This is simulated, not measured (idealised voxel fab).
process module | voxel double patterning
cross-section cut | 190 nm wide | cells 5 nm
A cross-section is a grid of square cells, given in bands from the top down. A band is one or more rows of cells.
Each band's line starts with the height of the band's top and of its bottom, in nm. Then come its materials from left to right, each with its width in nm. One material with "throughout" fills the band from edge to edge. "air" is empty space.
Height 0 is the level under which the wafer as received is all one material. The lowest band goes on downwards, as in "0 down".
A width such as "30 to 40" changes by the same amount from each row of cells to the next, from the band's top row to its bottom row.
"no change" after a step means that no cell of the cross-section changed.
closed voids: empty space of 8 cells or more with no open way to the top, each as width x height at its distance from the left edge, in nm
after a step's settings: what the simulator itself notes on the step
overlay nm, on a step with a mask: how far to the right of its planned place the mask lay; to the left if negative
plan
1 op RECEIVE | material Si
2 op CONFORMAL_DEP | material SiO2 | thk nm 5
3 op DIRECTIONAL_DEP | material W | thk nm 10
4 op DIRECTIONAL_DEP | material SiN | thk nm 5
5 op DIRECTIONAL_DEP | material aC | thk nm 15
6 op PATTERN | tone open | mask id FIRST | material resist | width nm 15 | pitch nm 50 | thk nm 30 | overlay nm 0
7 op DIRECTIONAL_ETCH | etch materials aC | depth nm 15
8 op STRIP | etch materials resist
9 op DIRECTIONAL_ETCH | etch materials SiN | depth nm 5
10 op STRIP | etch materials aC
11 op PATTERN | tone open | mask id SECOND | material resist | width nm 15 | pitch nm 50 | thk nm 20 | overlay nm 0
12 op DIRECTIONAL_ETCH | etch materials SiN | depth nm 5
13 op STRIP | etch materials resist
14 op DIRECTIONAL_ETCH | etch materials W | depth nm 10
15 op STRIP | etch materials SiN
as received, after step 1
  0 down: Si throughout
  closed voids: none
a wafer at the end: this start, this plan, one mistake
  10 to 0: W 35 | air 15 | W 10 | air 15 | W 10 | air 15 | W 10 | air 15 | W 10 | air 15 | W 40
  0 down: Si throughout
  closed voids: none
what went wrong: step 2 was left out
